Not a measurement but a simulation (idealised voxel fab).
Process module, titled voxel wiring stack
It is cross-section cut that appears here, measuring 140 nm in width, its square cells being 5 nm in size.
Bands, listed from the top down, are how a cross-section gets written in this document; the cross-section itself is a grid of square cells, and a band is one or more rows of them.
Band: top height; bottom height; in nm. Then, left to right: material with width in nm, for each material. "edge to edge": a single material spanning edge to edge. "blank": empty space.
It should be noted that heights are counted from 0, beneath which the wafer as supplied is of one material throughout, and that the lowest band possesses no lower boundary but continues downward, as written in "top 0, no bottom".
Width "30->40": first value at the band's top row of cells, second value at its bottom row, equal change from row to row.
"stayed the same" means the step left every cell of the cross-section as it was.
"Sealed voids" specifies each empty space that is not open to the top and that occupies no fewer than 8 cells, using the form width x height at distance, the distance measured from the left edge and all three quantities in nm.
It should be noted that, on the line of a given step, the content following the step's settings is a remark produced by the simulator itself with respect to that step.
On any step carrying a mask, the "overlay nm" setting, if present on the step's line, tells how far right of its planned place the mask lay; negative values point to the left.

Intended process steps
1,RECEIVE,material Si
2,CONFORMAL_DEP,material SiO2,thk nm 15
3,DIRECTIONAL_DEP,material TiN,thk nm 5
4,DIRECTIONAL_DEP,material W,thk nm 15
5,PATTERN,tone cover,mask id METAL_1,material resist,width nm 20,pitch nm 40,thk nm 20,overlay nm 0
6,DIRECTIONAL_ETCH,etch materials W,depth nm 15
7,DIRECTIONAL_ETCH,etch materials TiN,depth nm 5
8,STRIP,etch materials resist
9,FILL_DEP,material SiO2,thk nm 5
10,CMP,height nm 35
11,CONFORMAL_DEP,material SiCN,thk nm 5
12,DIRECTIONAL_DEP,material lowk,thk nm 35
13,MASKED_ETCH,tone open,mask id METAL_2_HOLES,width nm 15,pitch nm 40,etch materials lowk,depth nm 35,overlay nm 0
14,PATTERN,tone open,mask id METAL_2,material resist,width nm 20,pitch nm 40,thk nm 15,overlay nm 0
15,DIRECTIONAL_ETCH,etch materials lowk,depth nm 20
16,DIRECTIONAL_ETCH,etch materials SiCN,depth nm 5
17,STRIP,etch materials resist
18,CONFORMAL_DEP,material TiN,thk nm 5
19,FILL_DEP,material Ru,thk nm 5
20,CMP,height nm 75
21,CONFORMAL_DEP,material SiN,thk nm 5
Heads up: all these wafers start the same, and what changes between them is the width nm in step 13. The value you see in the plan is just what the first wafer got.

Cross-section of the first of several received wafers, showing its state after step 1
    top 0, no bottom: Si edge to edge
    Sealed voids: none

Here is the cross-section of the first of several wafers at the end of the module, after its last step, step 21
    top 80, bottom 75: SiN edge to edge
    top 75, bottom 60: 20 lowk, then 5 TiN, then 10 Ru, then 5 TiN, then 20 lowk, then 5 TiN, then 10 Ru, then 5 TiN, then 20 lowk, then 5 TiN, then 10 Ru, then 5 TiN, then 20 lowk
    top 60, bottom 55: 20 lowk, then 5 TiN, then 5 Ru, then 10 TiN, then 20 lowk, then 5 TiN, then 5 Ru, then 10 TiN, then 20 lowk, then 5 TiN, then 5 Ru, then 10 TiN, then 20 lowk
    top 55, bottom 40: 20 lowk, then 5 TiN, then 5 Ru, then 5 TiN, then 25 lowk, then 5 TiN, then 5 Ru, then 5 TiN, then 25 lowk, then 5 TiN, then 5 Ru, then 5 TiN, then 25 lowk
    top 40, bottom 35: 20 SiCN, then 15 TiN, then 25 SiCN, then 15 TiN, then 25 SiCN, then 15 TiN, then 25 SiCN
    top 35, bottom 20: 20 SiO2, then 20 W, then 20 SiO2, then 20 W, then 20 SiO2, then 20 W, then 20 SiO2
    top 20, bottom 15: 20 SiO2, then 20 TiN, then 20 SiO2, then 20 TiN, then 20 SiO2, then 20 TiN, then 20 SiO2
    top 15, bottom 0: SiO2 edge to edge
    top 0, no bottom: Si edge to edge
    Sealed voids: none

Final wafer cross-section at module end
    top 80, bottom 75: SiN edge to edge
    top 75, bottom 45: 15 lowk, then 5 TiN, then 15 Ru, then 5 TiN, then 15 lowk, then 5 TiN, then 15 Ru, then 5 TiN, then 15 lowk, then 5 TiN, then 15 Ru, then 5 TiN, then 20 lowk
    top 45, bottom 40: 15 lowk, then 10 TiN, then 10 Ru, then 5 TiN, then 15 lowk, then 10 TiN, then 10 Ru, then 5 TiN, then 15 lowk, then 10 TiN, then 10 Ru, then 5 TiN, then 20 lowk
    top 40, bottom 35: 20 SiCN, then 20 TiN, then 20 SiCN, then 20 TiN, then 20 SiCN, then 20 TiN, then 20 SiCN
    top 35, bottom 20: 20 SiO2, then 20 W, then 20 SiO2, then 20 W, then 20 SiO2, then 20 W, then 20 SiO2
    top 20, bottom 15: 20 SiO2, then 20 TiN, then 20 SiO2, then 20 TiN, then 20 SiO2, then 20 TiN, then 20 SiO2
    top 15, bottom 0: SiO2 edge to edge
    top 0, no bottom: Si edge to edge
    Sealed voids: none

Each row below is a wafer at the end of the module, listing for every material the number of cells it has gained (+) or lost (-) since it was received, followed by its closed voids
width nm 15; +30 Ru; +19 SiCN; +28 SiN; +148 SiO2; +66 TiN; +36 W; +121 lowk; Sealed voids: none
width nm 20; +42 Ru; +16 SiCN; +28 SiN; +148 SiO2; +66 TiN; +36 W; +112 lowk; Sealed voids: none
width nm 25; +60 Ru; +16 SiCN; +28 SiN; +148 SiO2; +69 TiN; +36 W; +91 lowk; Sealed voids: none
